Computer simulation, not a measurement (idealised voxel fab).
process module | voxel capacitor over wiring
Each square cell in cross-section cut measures 5 nm, and the section as a whole is 265 nm wide.
A cross-section is written here as square cells arranged in a grid, and it is given in bands from the top down, each band taking up one or more rows of cells.
The entry gives the band's vertical extent as a top height and a bottom height in nm, then its horizontal make-up as materials from left to right, each with a width in nm. "air" stands for empty space; a single material marked "edge to edge" fills the band edge to edge.
Heads up on the height convention: 0 is the point under which the incoming wafer is all one material, and the lowest band has no bottom, it just keeps going down, like "0 and below".
Quick explanation for "30..40": the width changes in equal steps down the rows of cells, from the first number in the band's top row to the second number in its bottom row.
Reading "nothing different" for a step: not a cell of the cross-section changed in it.
Entry "Closed void listing" = empty spaces >= 8 cells with no open way to the top; each as width x height at distance, distance from left edge, all nm.
On a step's line, text after the settings is the simulator commenting on that step.
The optional step-line setting "overlay nm" applies to steps with a mask and quantifies how far to the right of its planned location the mask lay, a negative value indicating leftward placement.

[Set out below are the planned steps of the process]
1) RECEIVE [material Si]
2) CONFORMAL_DEP [material SiO2] [thk nm 15]
3) DIRECTIONAL_DEP [material TiN] [thk nm 5]
4) DIRECTIONAL_DEP [material W] [thk nm 15]
5) PATTERN [tone cover] [mask id METAL_1] [material resist] [width nm 25] [pitch nm 80] [thk nm 15] [overlay nm 0]
6) DIRECTIONAL_ETCH [etch materials W] [depth nm 15]
7) DIRECTIONAL_ETCH [etch materials TiN] [depth nm 5]
8) STRIP [etch materials resist]
9) CONFORMAL_DEP [material SiCN] [thk nm 5]
10) FILL_DEP [material lowk] [thk nm 5]
11) CMP [height nm 35]
12) CONFORMAL_DEP [material SiCN] [thk nm 5]
13) DIRECTIONAL_DEP [material lowk] [thk nm 20]
14) PATTERN [tone open] [mask id PLUG_1] [material resist] [width nm 15] [thk nm 15] [overlay nm 0]
15) DIRECTIONAL_ETCH [etch materials lowk] [depth nm 20]
16) DIRECTIONAL_ETCH [etch materials SiCN] [depth nm 5]
17) STRIP [etch materials resist]
18) CONFORMAL_DEP [material TiN] [thk nm 5]
19) FILL_DEP [material W] [thk nm 5]
20) CMP [height nm 60]
21) DIRECTIONAL_DEP [material TiN] [thk nm 5]
22) DIRECTIONAL_DEP [material HfO2] [thk nm 5]
23) DIRECTIONAL_DEP [material TiN] [thk nm 5]
24) PATTERN [tone cover] [mask id UPPER_PLATE] [material resist] [width nm 60] [thk nm 15] [overlay nm 0]
25) DIRECTIONAL_ETCH [etch materials TiN] [depth nm 5]
26) DIRECTIONAL_ETCH [etch materials HfO2] [depth nm 5]
27) STRIP [etch materials resist]
28) PATTERN [tone cover] [mask id LOWER_PLATE] [material resist] [width nm 70] [thk nm 15] [overlay nm 0]
29) DIRECTIONAL_ETCH [etch materials TiN] [depth nm 5]
30) STRIP [etch materials resist]
31) FILL_DEP [material SiO2] [thk nm 15]
32) CMP [height nm 85]
33) DIRECTIONAL_DEP [material aC] [thk nm 10]
34) PATTERN [tone open] [mask id PLUG_2] [material resist] [width nm 15] [thk nm 30] [overlay nm 0]
35) DIRECTIONAL_ETCH [etch materials aC] [depth nm 10]
36) STRIP [etch materials resist]
37) DIRECTIONAL_ETCH [etch materials SiO2] [depth nm 10]
38) STRIP [etch materials aC]
39) CONFORMAL_DEP [material TiN] [thk nm 5]
40) FILL_DEP [material Ru] [thk nm 10]
41) CMP [height nm 85]
42) CONFORMAL_DEP [material SiCN] [thk nm 5]

[Step 1 complete: cross-section of the wafer as received]
* 0 and below = Si edge to edge
* Closed void listing: none

[End state of the module in cross-section, given the above starting point and plan and one mistake in execution]
* 90 down to 85 = SiCN edge to edge
* 85 down to 80 = 100 of SiO2  5 of TiN  5 of Ru  5 of TiN  150 of SiO2
* 80 down to 75 = 100 of SiO2  15 of TiN  150 of SiO2
* 75 down to 70 = SiO2 edge to edge
* 70 down to 65 = 90 of SiO2  60 of HfO2  115 of SiO2
* 65 down to 60 = 85 of TiN  5 of SiO2  60 of TiN  5 of SiO2  110 of TiN
* 60 down to 40 = 90 of lowk  5 of TiN  5 of W  5 of TiN  160 of lowk
* 40 down to 35 = 90 of SiCN  15 of TiN  160 of SiCN
* 35 down to 20 = 75 of lowk  5 of SiCN  25 of W  5 of SiCN  45 of lowk  5 of SiCN  25 of W  5 of SiCN  75 of lowk
* 20 down to 15 = 80 of SiCN  25 of TiN  55 of SiCN  25 of TiN  80 of SiCN
* 15 down to 0 = SiO2 edge to edge
* 0 and below = Si edge to edge
* Closed void listing: none
Where did the run depart from the plan? planned and actual differ for step 28; actual: PATTERN [tone open] [mask id LOWER_PLATE] [material resist] [width nm 70] [thk nm 15] [overlay nm 0]
